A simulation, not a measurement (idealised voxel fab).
The document below concerns the process module designated voxel fin reveal.
For reference, the cross-section in this document is cut, with width 200 nm and square cells of 5 nm.
If you're reading a cross-section in this doc, picture square cells in a grid; it comes to you as bands, top ones listed first down to the bottom, and a band can be one or more rows of cells. A band entry consists of two parts. The first gives the height of the band's top and the height of its bottom, in nm. The rest lists the band's materials from left to right, each with its width in nm. A single material labelled with the word "everywhere" fills the band from edge to edge, and the word "air" marks empty space. A quick word on heights: they are counted from 0, and under that level the wafer as it came to us is one material throughout. The lowest band is different from the rest in having no bottom; it simply continues downward, written as in "0 and below". Width "30..40": first value at the band's top row of cells, second value at its bottom row, equal change from row to row. "same as before" (step): cross-section cells unchanged, all of them. What "Closed void register" gives you is every empty space of 8 cells or more that is cut off from the top. Each appears as width x height at distance, with the distance taken from the left edge and width, height and distance all in nm. Post-settings text on a step line: simulator's own remark regarding the step. overlay nm: how far to the right of its planned place the mask lay on this masked step (negative: to the left).

The planned process steps are enumerated hereunder
1,RECEIVE,material Si
2,CONFORMAL_DEP,material SiN,thk nm 5
3,DIRECTIONAL_DEP,material aC,thk nm 15
4,PATTERN,tone cover,mask id FINS,material resist,width nm 15,pitch nm 35,thk nm 35,overlay nm 0
5,DIRECTIONAL_ETCH,etch materials aC,depth nm 15
6,STRIP,etch materials resist
7,DIRECTIONAL_ETCH,etch materials SiN,depth nm 5
8,DIRECTIONAL_ETCH,etch materials Si,depth nm 35
9,STRIP,etch materials aC
10,OXIDIZE,depth nm 5
11,FILL_DEP,material SiO2,thk nm 15
12,CMP,height nm 5
13,SELECTIVE_ETCH,etch materials SiO2,depth nm 20
14,STRIP,etch materials SiN
15,CONFORMAL_DEP,material SiO2,thk nm 5

On the first of the two wafers: run conducted according to plan

Cross-section of the wafer upon arrival, representing the state reached after step 1
> 0 and below | Si everywhere
> Closed void register: none

Cross-section of the wafer after step 2
> 5 down to 0 | SiN everywhere
> below 0: unchanged

Cross-section of the wafer after step 3
> 20 down to 5 | aC everywhere
> below 5: unchanged

Cross-section of the wafer after step 4
> 55 down to 20 | air: 75, then resist: 15, then air: 20, then resist: 15, then air: 75
> below 20: unchanged

Cross-section of the wafer after step 5
> 40 down to 20 | air: 75, then resist: 15, then air: 20, then resist: 15, then air: 75
> 20 down to 5 | air: 75, then aC: 15, then air: 20, then aC: 15, then air: 75
> below 5: unchanged

Cross-section of the wafer after step 6
> 20 down to 5 | air: 75, then aC: 15, then air: 20, then aC: 15, then air: 75
> below 5: unchanged

Cross-section of the wafer after step 7
> 20 down to 5 | air: 75, then aC: 15, then air: 20, then aC: 15, then air: 75
> 5 down to 0 | air: 75, then SiN: 15, then air: 20, then SiN: 15, then air: 75
> below 0: unchanged

Cross-section of the wafer after step 8
> 20 down to 5 | air: 75, then aC: 15, then air: 20, then aC: 15, then air: 75
> 5 down to 0 | air: 75, then SiN: 15, then air: 20, then SiN: 15, then air: 75
> 0 down to -35 | air: 75, then Si: 15, then air: 20, then Si: 15, then air: 75
> below -35: unchanged

Cross-section of the wafer after step 9
> 5 down to 0 | air: 75, then SiN: 15, then air: 20, then SiN: 15, then air: 75
> below 0: unchanged

Cross-section of the wafer after step 10
> 5 down to 0 | air: 75, then SiN: 15, then air: 20, then SiN: 15, then air: 75
> 0 down to -35 | air: 75, then SiO2: 5, then Si: 5, then SiO2: 5, then air: 20, then SiO2: 5, then Si: 5, then SiO2: 5, then air: 75
> -35 down to -40 | SiO2: 80, then Si: 5, then SiO2: 30, then Si: 5, then SiO2: 80
> below -40: unchanged

Cross-section of the wafer after step 11
> 20 down to 5 | SiO2 everywhere
> 5 down to 0 | SiO2: 75, then SiN: 15, then SiO2: 20, then SiN: 15, then SiO2: 75
> 0 down to -40 | SiO2: 80, then Si: 5, then SiO2: 30, then Si: 5, then SiO2: 80
> below -40: unchanged

Cross-section of the wafer after step 12
> 5 down to 0 | SiO2: 75, then SiN: 15, then SiO2: 20, then SiN: 15, then SiO2: 75
> below 0: unchanged

Cross-section of the wafer after step 13
> 5 down to 0 | air: 75, then SiN: 15, then air: 20, then SiN: 15, then air: 75
> 0 down to -15 | air: 80, then Si: 5, then air: 30, then Si: 5, then air: 80
> below -15: unchanged

Cross-section of the wafer after step 14
> 0 down to -15 | air: 80, then Si: 5, then air: 30, then Si: 5, then air: 80
> below -15: unchanged

Cross-section of the wafer after step 15
> 5 down to 0 | air: 75, then SiO2: 15, then air: 20, then SiO2: 15, then air: 75
> 0 down to -10 | air: 75, then SiO2: 5, then Si: 5, then SiO2: 5, then air: 20, then SiO2: 5, then Si: 5, then SiO2: 5, then air: 75
> -10 down to -40 | SiO2: 80, then Si: 5, then SiO2: 30, then Si: 5, then SiO2: 80
> below -40: unchanged

The Second Wafer: Common Origin and Plan, One Mistake in Execution, Identical to the First Through Step 3

Look at the second wafer in cross-section at the time step 4 ought to have finished
> 55 down to 20 | resist: 75, then air: 15, then resist: 20, then air: 15, then resist: 75
> below 20: unchanged

Look at the second wafer in cross-section at the time step 5 ought to have finished
> 40 down to 20 | resist: 75, then air: 15, then resist: 20, then air: 15, then resist: 75
> 20 down to 5 | aC: 75, then air: 15, then aC: 20, then air: 15, then aC: 75
> below 5: unchanged

Look at the second wafer in cross-section at the time step 6 ought to have finished
> 20 down to 5 | aC: 75, then air: 15, then aC: 20, then air: 15, then aC: 75
> below 5: unchanged

Look at the second wafer in cross-section at the time step 7 ought to have finished
> 20 down to 5 | aC: 75, then air: 15, then aC: 20, then air: 15, then aC: 75
> 5 down to 0 | SiN: 75, then air: 15, then SiN: 20, then air: 15, then SiN: 75
> below 0: unchanged

Look at the second wafer in cross-section at the time step 8 ought to have finished
> 20 down to 5 | aC: 75, then air: 15, then aC: 20, then air: 15, then aC: 75
> 5 down to 0 | SiN: 75, then air: 15, then SiN: 20, then air: 15, then SiN: 75
> 0 down to -35 | Si: 75, then air: 15, then Si: 20, then air: 15, then Si: 75
> below -35: unchanged

Look at the second wafer in cross-section at the time step 9 ought to have finished
> 5 down to 0 | SiN: 75, then air: 15, then SiN: 20, then air: 15, then SiN: 75
> below 0: unchanged

Look at the second wafer in cross-section at the time step 10 ought to have finished
> 5 down to 0 | SiN: 75, then air: 15, then SiN: 20, then air: 15, then SiN: 75
> 0 down to -35 | Si: 70, then SiO2: 5, then air: 15, then SiO2: 5, then Si: 10, then SiO2: 5, then air: 15, then SiO2: 5, then Si: 70
> -35 down to -40 | Si: 70, then SiO2: 25, then Si: 10, then SiO2: 25, then Si: 70
> below -40: unchanged

Look at the second wafer in cross-section at the time step 11 ought to have finished
> 20 down to 5 | SiO2 everywhere
> 5 down to 0 | SiN: 75, then SiO2: 15, then SiN: 20, then SiO2: 15, then SiN: 75
> 0 down to -40 | Si: 70, then SiO2: 25, then Si: 10, then SiO2: 25, then Si: 70
> below -40: unchanged

Look at the second wafer in cross-section at the time step 12 ought to have finished
> 5 down to 0 | SiN: 75, then SiO2: 15, then SiN: 20, then SiO2: 15, then SiN: 75
> below 0: unchanged

Look at the second wafer in cross-section at the time step 13 ought to have finished
> 5 down to 0 | SiN: 75, then air: 15, then SiN: 20, then air: 15, then SiN: 75
> 0 down to -15 | Si: 70, then air: 25, then Si: 10, then air: 25, then Si: 70
> below -15: unchanged

Look at the second wafer in cross-section at the time step 14 ought to have finished
> 0 down to -15 | Si: 70, then air: 25, then Si: 10, then air: 25, then Si: 70
> below -15: unchanged

Look at the second wafer in cross-section at the time step 15 ought to have finished
> 5 down to 0 | SiO2: 75, then air: 15, then SiO2: 20, then air: 15, then SiO2: 75
> 0 down to -10 | Si: 70, then SiO2: 5, then air: 15, then SiO2: 5, then Si: 10, then SiO2: 5, then air: 15, then SiO2: 5, then Si: 70
> -10 down to -40 | Si: 70, then SiO2: 25, then Si: 10, then SiO2: 25, then Si: 70
> below -40: unchanged
what went wrong: it should be noted that step 4 was executed with settings other than those planned, the operation and settings actually applied being PATTERN,tone open,mask id FINS,material resist,width nm 15,pitch nm 35,thk nm 35,overlay nm 0
It is noted that, at the conclusion of processing, the second wafer exhibits a higher or lower cell count for certain materials relative to the first: +224 Si, -140 SiO2
